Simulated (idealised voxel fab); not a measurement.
The following process module bears the name voxel self aligned contacts.
Square cell edge 5 nm, section width 220 nm, ID cut.
In this document a cross-section is written as a grid of square cells. It is given as a series of bands, listed from the top down, and a band is one or more rows of cells.
Each band's line starts with the height of the band's top and of its bottom, in nm. Then come its materials from left to right, each with its width in nm. One material with "edge to edge" fills the band from edge to edge. "empty" is empty space.
Heights are expressed relative to 0, this being the level below which the as-received wafer comprises one material exclusively. The lowest band is unbounded in the downward direction and is denoted as in "0 down".
It should be noted that a width expressed as "30 to 40" varies in equal increments from row to row of cells within the band, taking the value of the first number at the top row and that of the second number at the bottom row.
A step reported as "everything unchanged" is a step in which no cell of the cross-section changed.
"Closed void inventory" contains a list of empty spaces, each no smaller than 8 cells and without an open way to the top, written in the form width x height at distance with the distance from the left edge and all three in nm.
That trailing text on a step's line, after the settings, is the simulator's own remark on the step.
overlay nm: step with mask; distance mask lay right of planned place; negative value = left of planned place.
**Listed below are the process steps as planned**
1,RECEIVE [material Si]
2,CONFORMAL_DEP [material SiO2] [thk nm 5]
3,DIRECTIONAL_DEP [material polySi] [thk nm 30]
4,DIRECTIONAL_DEP [material SiN] [thk nm 15]
5,PATTERN [tone cover] [mask id GATE] [material resist] [width nm 25] [pitch nm 55] [thk nm 20] [overlay nm 0]
6,DIRECTIONAL_ETCH [etch materials SiN] [depth nm 15]
7,DIRECTIONAL_ETCH [etch materials polySi] [depth nm 30]
8,STRIP [etch materials resist]
9,CONFORMAL_DEP [material SiN] [thk nm 5]
10,DIRECTIONAL_ETCH [etch materials SiN] [depth nm 5]
11,FILL_DEP [material SiO2] [thk nm 10]
12,CMP [height nm 55]
13,PATTERN [tone open] [mask id CONTACT] [material resist] [width nm 40] [pitch nm 55] [thk nm 20] [overlay nm 0]
14,DIRECTIONAL_ETCH [etch materials SiO2] [depth nm 55]
15,STRIP [etch materials resist]
16,CONFORMAL_DEP [material TiN] [thk nm 5]
17,FILL_DEP [material W] [thk nm 5]
18,CMP [height nm 55]
19,CONFORMAL_DEP [material SiCN] [thk nm 5]
**Cross-section, incoming material, after step 1**
  0 down: Si edge to edge
  Closed void inventory: none
**Wafer cross-section at module end: first of two, run to plan**
  60 to 55: SiCN edge to edge
  55 to 50: SiO2 (60) / TiN (15) / W (10) / TiN (15) / SiO2 (15) / TiN (15) / W (10) / TiN (15) / SiO2 (65)
  50 to 35: SiO2 (35) / SiN (35) / TiN (5) / W (10) / TiN (5) / SiN (35) / TiN (5) / W (10) / TiN (5) / SiN (35) / SiO2 (40)
  35 to 5: SiO2 (35) / SiN (5) / polySi (25) / SiN (5) / TiN (5) / W (10) / TiN (5) / SiN (5) / polySi (25) / SiN (5) / TiN (5) / W (10) / TiN (5) / SiN (5) / polySi (25) / SiN (5) / SiO2 (40)
  5 to 0: SiO2 (70) / TiN (20) / SiO2 (35) / TiN (20) / SiO2 (75)
  0 down: Si edge to edge
  Closed void inventory: none
**What the second wafer looks like in cross-section once the module is done. Its start and its plan matched the first wafer's exactly; what differed was one mistake in how it was run**
  60 to 55: SiCN edge to edge
  55 to 50: SiO2 (60) / SiN (15) / W (10) / SiN (15) / SiO2 (15) / SiN (15) / W (10) / SiN (15) / SiO2 (65)
  50 to 35: SiO2 (35) / SiN (40) / W (10) / SiN (45) / W (10) / SiN (40) / SiO2 (40)
  35 to 5: SiO2 (35) / SiN (5) / polySi (25) / SiN (10) / W (10) / SiN (10) / polySi (25) / SiN (10) / W (10) / SiN (10) / polySi (25) / SiN (5) / SiO2 (40)
  5 to 0: SiO2 (70) / SiN (20) / SiO2 (35) / SiN (20) / SiO2 (75)
  0 down: Si edge to edge
  Closed void inventory: none
It is concluded that the wafer was processed incorrectly with respect to the plan, in that step 16 did not use the planned setting and instead ran as CONFORMAL_DEP [material SiN] [thk nm 5]
Cell-count delta at end, second wafer over first, by material: SiN +56; TiN -56
